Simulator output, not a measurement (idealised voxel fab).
This section sets out a process module, namely voxel ribs on slabs.
It is cross-section cut that appears here, measuring 270 nm in width, its square cells being 5 nm in size.
How to read a cross-section here: the picture is a grid of square cells, written as bands going from the top down, and any band can span one or more rows of cells.
A band entry consists of two parts. The first gives the height of the band's top and the height of its bottom, in nm. The rest lists the band's materials from left to right, each with its width in nm. A single material labelled with the word "throughout" fills the band from edge to edge, and the word "air" marks empty space.
Heights are expressed relative to 0, this being the level below which the as-received wafer comprises one material exclusively. The lowest band is unbounded in the downward direction and is denoted as in "0 down".
The notation "30->40" denotes a width that varies across the rows of cells in the band, beginning at the first number in the top row, finishing at the second number in the bottom row, and changing by an identical amount from each row to the next.
The cross-section has no changed cell in any step marked "stayed the same".
Closed empty spaces (no open way to the top) of 8 cells or more are what "Unvented cavities" lists, each as width x height at distance from the left edge, nm for all three.
The remark found on a step's line after its settings is issued by the simulator itself and pertains to that step.
overlay nm: on a step with a mask, how far right of its planned place the mask lay; negative means left.
PROCESS STEPS FORESEEN IN THE PLAN
1 RECEIVE with material Si
2 DIRECTIONAL_DEP with material SiO2, thk nm 30
3 DIRECTIONAL_DEP with material polySi, thk nm 15
4 MASKED_ETCH with tone cover, mask id RIB, width nm 30, etch materials polySi, depth nm 10, overlay nm 0
5 MASKED_ETCH with tone cover, mask id SLAB, width nm 60, etch materials polySi, depth nm 5, overlay nm 0
6 FILL_DEP with material SiO2, thk nm 25
7 CMP with height nm 60
8 DIRECTIONAL_DEP with material W, thk nm 10
9 PATTERN with tone cover, mask id HEATER, material resist, width nm 40, thk nm 20, overlay nm 0
10 DIRECTIONAL_ETCH with etch materials W, depth nm 10
11 STRIP with etch materials resist
12 CONFORMAL_DEP with material SiN, thk nm 5
CROSS-SECTION, INCOMING MATERIAL, AFTER STEP 1
* 0 down | Si throughout
* Unvented cavities: none
CROSS-SECTION: FIRST OF TWO WAFERS, MODULE FINISHED, RUN ACCORDING TO PLAN
* 75 to 70 | air (110); SiN (50); air (110)
* 70 to 65 | air (110); SiN (5); W (40); SiN (5); air (110)
* 65 to 60 | SiN (115); W (40); SiN (115)
* 60 to 45 | SiO2 throughout
* 45 to 35 | SiO2 (120); polySi (30); SiO2 (120)
* 35 to 30 | SiO2 (105); polySi (60); SiO2 (105)
* 30 to 0 | SiO2 throughout
* 0 down | Si throughout
* Unvented cavities: none
END OF MODULE, SECOND WAFER, CROSS-SECTION. STARTED LIKE THE FIRST, PLANNED LIKE THE FIRST, RUN WITH ONE MISTAKE
* 75 to 70 | air (110); SiN (50); air (110)
* 70 to 65 | air (110); SiN (5); W (40); SiN (5); air (110)
* 65 to 60 | SiN (115); W (40); SiN (115)
* 60 to 45 | SiO2 throughout
* 45 to 40 | SiO2 (105); polySi (15); SiO2 (30); polySi (15); SiO2 (105)
* 40 to 35 | polySi (120); SiO2 (30); polySi (120)
* 35 to 30 | polySi throughout
* 30 to 0 | SiO2 throughout
* 0 down | Si throughout
* Unvented cavities: none
What went wrong in running the wafer? step 4 did not happen as planned, as run it was MASKED_ETCH with tone open, mask id RIB, width nm 30, etch materials polySi, depth nm 10, overlay nm 0
FYI, end of process, the second wafer has more or fewer cells of some materials than the first: SiO2 -84; polySi +84
